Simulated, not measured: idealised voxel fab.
Presented below is a process module, voxel lift off.
The figure presents cross-section cut, which has a width of 220 nm and is divided into square cells with an edge length of 5 nm.
Cross-section layout: square cells on a grid; listed as bands, top to bottom; a band spans one or more cell rows.
Heads up on the band format: heights come first, top then bottom, in nm. After that it's the materials left to right, each with its width in nm. A single material flagged "throughout" fills the whole band edge to edge, and "empty" means there's empty space there.
All heights in this document are referenced to 0, defined as the level beneath which the wafer, as received, consists entirely of one material. The lowest band is not bounded below; it extends indefinitely downward and is written in the form "z 0 and below".
Graded width ("30..40"): value in top row of band = first number; value in bottom row = second number; row-to-row change constant.
"changes: none" (step): cross-section cells unchanged, all of them.
Closed cavity list: empty space of 8 cells or more with no open way to the top, each as width x height at its distance from the left edge, in nm
What comes after the settings on a step's line is commentary from the simulator itself on that step.
overlay nm: how far to the right of its planned place the mask lay on this masked step (negative: to the left).

## The steps planned for the process are as follows
| 1 | RECEIVE [material Si] |
| 2 | CONFORMAL_DEP [material SiO2] [thk nm 15] |
| 3 | PATTERN [tone open] [mask id LINES] [material resist] [width nm 15] [pitch nm 40] [thk nm 25] [overlay nm 0] |
| 4 | DIRECTIONAL_DEP [material Ru] [thk nm 10] |
| 5 | STRIP [etch materials resist] |
| 6 | CONFORMAL_DEP [material SiCN] [thk nm 10] |
Quick note for whoever runs this: the wafers start identical, but the width nm at step 3 isn't the same across them. The plan just shows what the first wafer had.

## As-received cross-section, first of several wafers, post step 1
z 0 and below: Si throughout
Closed cavity list: none

## Depicted here is the first of several wafers in cross-section, at module completion following the last step, step 6
z 35 to 25: 50 nm empty, 35 nm SiCN, 5 nm empty, 35 nm SiCN, 5 nm empty, 35 nm SiCN, 55 nm empty
z 25 to 15: 60 nm SiCN, 15 nm Ru, 25 nm SiCN, 15 nm Ru, 25 nm SiCN, 15 nm Ru, 65 nm SiCN
z 15 to 0: SiO2 throughout
z 0 and below: Si throughout
Closed cavity list: none

## A cross-section through the last wafer at the close of the module
z 35 to 25: 45 nm empty, 125 nm SiCN, 50 nm empty
z 25 to 15: 55 nm SiCN, 25 nm Ru, 15 nm SiCN, 25 nm Ru, 15 nm SiCN, 25 nm Ru, 60 nm SiCN
z 15 to 0: SiO2 throughout
z 0 and below: Si throughout
Closed cavity list: none

## Below: a row per wafer. Contents at end of module: for every material, cells gained since receipt (+) or lost since receipt (-); then closed voids
width nm 15; +18 Ru; +112 SiCN; +132 SiO2; Closed cavity list: none
width nm 20; +24 Ru; +112 SiCN; +132 SiO2; Closed cavity list: none
width nm 25; +30 Ru; +108 SiCN; +132 SiO2; Closed cavity list: none
